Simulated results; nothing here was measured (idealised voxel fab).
process module | voxel self aligned vias
cross-section cut | 270 nm wide | cells 5 nm
A cross-section is a grid of square cells, given in bands from the top down. A band is one or more rows of cells.
Each band's line starts with the height of the band's top and of its bottom, in nm. Then come its materials from left to right, each with its width in nm. One material with "throughout" fills the band from edge to edge. "air" is empty space.
Height 0 is the level under which the wafer as received is all one material. The lowest band goes on downwards, as in "0 down".
A width such as "30 to 40" changes by the same amount from each row of cells to the next, from the band's top row to its bottom row.
"no change" after a step means that no cell of the cross-section changed.
closed voids: empty space of 8 cells or more with no open way to the top, each as width x height at its distance from the left edge, in nm
after a step's settings: what the simulator itself notes on the step
overlay nm, on a step with a mask: how far to the right of its planned place the mask lay; to the left if negative
plan
1 op RECEIVE | material Si
2 op CONFORMAL_DEP | material SiO2 | thk nm 10
3 op CONFORMAL_DEP | material SiCN | thk nm 5
4 op DIRECTIONAL_DEP | material SiO2 | thk nm 20
5 op MASKED_ETCH | tone open | mask id LINES | width nm 30 | pitch nm 60 | etch materials SiO2 | depth nm 20 | overlay nm 0
6 op CONFORMAL_DEP | material TiN | thk nm 5
7 op FILL_DEP | material Ru | thk nm 10
8 op CMP | height nm 35
9 op SELECTIVE_ETCH | etch materials W Ru TiN | depth nm 10
10 op FILL_DEP | material SiN | thk nm 10
11 op CMP | height nm 35
12 op DIRECTIONAL_DEP | material SiO2 | thk nm 15
13 op MASKED_ETCH | tone open | mask id VIAS | width nm 40 | etch materials SiO2 | depth nm 15 | overlay nm 0
14 op MASKED_ETCH | tone open | mask id VIAS | width nm 40 | etch materials SiN | depth nm 10 | overlay nm 0
15 op CONFORMAL_DEP | material TiN | thk nm 5
16 op FILL_DEP | material Ru | thk nm 10
17 op CMP | height nm 50
18 op CONFORMAL_DEP | material SiN | thk nm 5
as received, after step 1
  0 down: Si throughout
  closed voids: none
first wafer at the end, as planned
  55 to 50: SiN throughout
  50 to 40: SiO2 85 | TiN 5 | Ru 30 | TiN 5 | SiO2 145
  40 to 35: SiO2 85 | TiN 10 | Ru 20 | TiN 10 | SiO2 145
  35 to 30: SiO2 90 | TiN 5 | Ru 20 | TiN 5 | SiO2 30 | SiN 30 | SiO2 90
  30 to 25: SiO2 90 | TiN 30 | SiO2 30 | SiN 30 | SiO2 90
  25 to 20: SiO2 90 | TiN 5 | Ru 20 | TiN 5 | SiO2 30 | TiN 5 | Ru 20 | TiN 5 | SiO2 90
  20 to 15: SiO2 90 | TiN 30 | SiO2 30 | TiN 30 | SiO2 90
  15 to 10: SiCN throughout
  10 to 0: SiO2 throughout
  0 down: Si throughout
  closed voids: none
second wafer at the end: like start, like plan, one mistake
  55 to 50: SiN throughout
  50 to 40: SiO2 85 | TiN 5 | Ru 30 | TiN 5 | SiO2 145
  40 to 35: SiO2 85 | TiN 15 | Ru 20 | TiN 5 | SiO2 145
  35 to 30: SiO2 95 | TiN 5 | Ru 20 | TiN 5 | SiO2 30 | SiN 30 | SiO2 85
  30 to 25: SiO2 95 | TiN 30 | SiO2 30 | SiN 30 | SiO2 85
  25 to 20: SiO2 95 | TiN 5 | Ru 20 | TiN 5 | SiO2 30 | TiN 5 | Ru 20 | TiN 5 | SiO2 85
  20 to 15: SiO2 95 | TiN 30 | SiO2 30 | TiN 30 | SiO2 85
  15 to 10: SiCN throughout
  10 to 0: SiO2 throughout
  0 down: Si throughout
  closed voids: none
what went wrong: step 5 ran as: op MASKED_ETCH | tone open | mask id LINES | width nm 30 | pitch nm 60 | etch materials SiO2 | depth nm 20 | overlay nm 5
at the end the second wafer has, in cells: as many of each material as the first, in other places
